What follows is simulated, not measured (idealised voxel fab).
The document below concerns the process module designated voxel self aligned contacts.
Square cell edge 5 nm, section width 145 nm, ID cut.
Notation: cross-section as square-cell grid; stated in bands, top first, going down; one or more cell rows per band.
Read a band's entry like this: the first values are the height of its top and the height of its bottom in nm, and what follows is the sequence of materials from left to right, each with its width in nm. Note that "empty" is empty space, and that a single material marked "everywhere" reaches across the band from edge to edge.
For the purposes of this specification, 0 denotes the height below which the wafer in its as-received condition is composed wholly of one material, and the lowermost band, lacking a lower limit, extends downward without end, as expressed in "0..down".
It should be noted that a width expressed as "30 to 40" varies in equal increments from row to row of cells within the band, taking the value of the first number at the top row and that of the second number at the bottom row.
"changes: none" after a step means that no cell of the cross-section changed.
Reported under the label "Voids lacking openings" are the empty spaces having no open way to the top and comprising 8 cells or more; the notation for each is width x height at distance, in which the distance is measured from the left edge and all three values are in nm.
What comes after the settings on a step's line is commentary from the simulator itself on that step.
A step's line can hold "overlay nm"; with a mask on that step, the setting says how far right of the planned place the mask lay, while a negative setting says it lay to the left.

[The process steps that were planned are listed below]
1,RECEIVE [material Si]
2,OXIDIZE [depth nm 5]
3,DIRECTIONAL_DEP [material polySi] [thk nm 30]
4,DIRECTIONAL_DEP [material SiN] [thk nm 20]
5,PATTERN [tone cover] [mask id GATE] [material resist] [width nm 30] [pitch nm 75] [thk nm 15] [overlay nm 0]
6,DIRECTIONAL_ETCH [etch materials SiN] [depth nm 20]
7,DIRECTIONAL_ETCH [etch materials polySi] [depth nm 30]
8,STRIP [etch materials resist]
9,CONFORMAL_DEP [material SiN] [thk nm 10]
10,DIRECTIONAL_ETCH [etch materials SiN] [depth nm 10]
11,FILL_DEP [material SiO2] [thk nm 15]
12,CMP [height nm 55]
13,MASKED_ETCH [tone open] [mask id CONTACT] [width nm 55] [etch materials SiO2] [depth nm 60] [overlay nm 0]
14,CONFORMAL_DEP [material TiN] [thk nm 5]
15,FILL_DEP [material Ru] [thk nm 10]
16,CMP [height nm 55]
17,CONFORMAL_DEP [material SiN] [thk nm 5]

[Cross-section of the wafer as it came to us, i.e., already through step 1]
> 0..down  Si everywhere
> Voids lacking openings: none

[The cross-section shown corresponds to the wafer at the conclusion of the module. The initial structure and the process plan are those presented above; however, one mistake occurred in executing the plan]
> 60..55  SiN everywhere
> 55..35  SiO2=10, then SiN=10, then polySi=30, then SiN=10, then TiN=5, then Ru=15, then TiN=5, then SiN=10, then polySi=30, then SiN=10, then SiO2=10
> 35..30  SiO2=10, then SiN=10, then polySi=30, then SiN=10, then TiN=25, then SiN=10, then polySi=30, then SiN=10, then SiO2=10
> 30..0  polySi everywhere
> 0..-5  SiO2 everywhere
> -5..down  Si everywhere
> Voids lacking openings: none
It is concluded that the wafer was processed incorrectly with respect to the plan, in that twice, step 3 of the plan was run
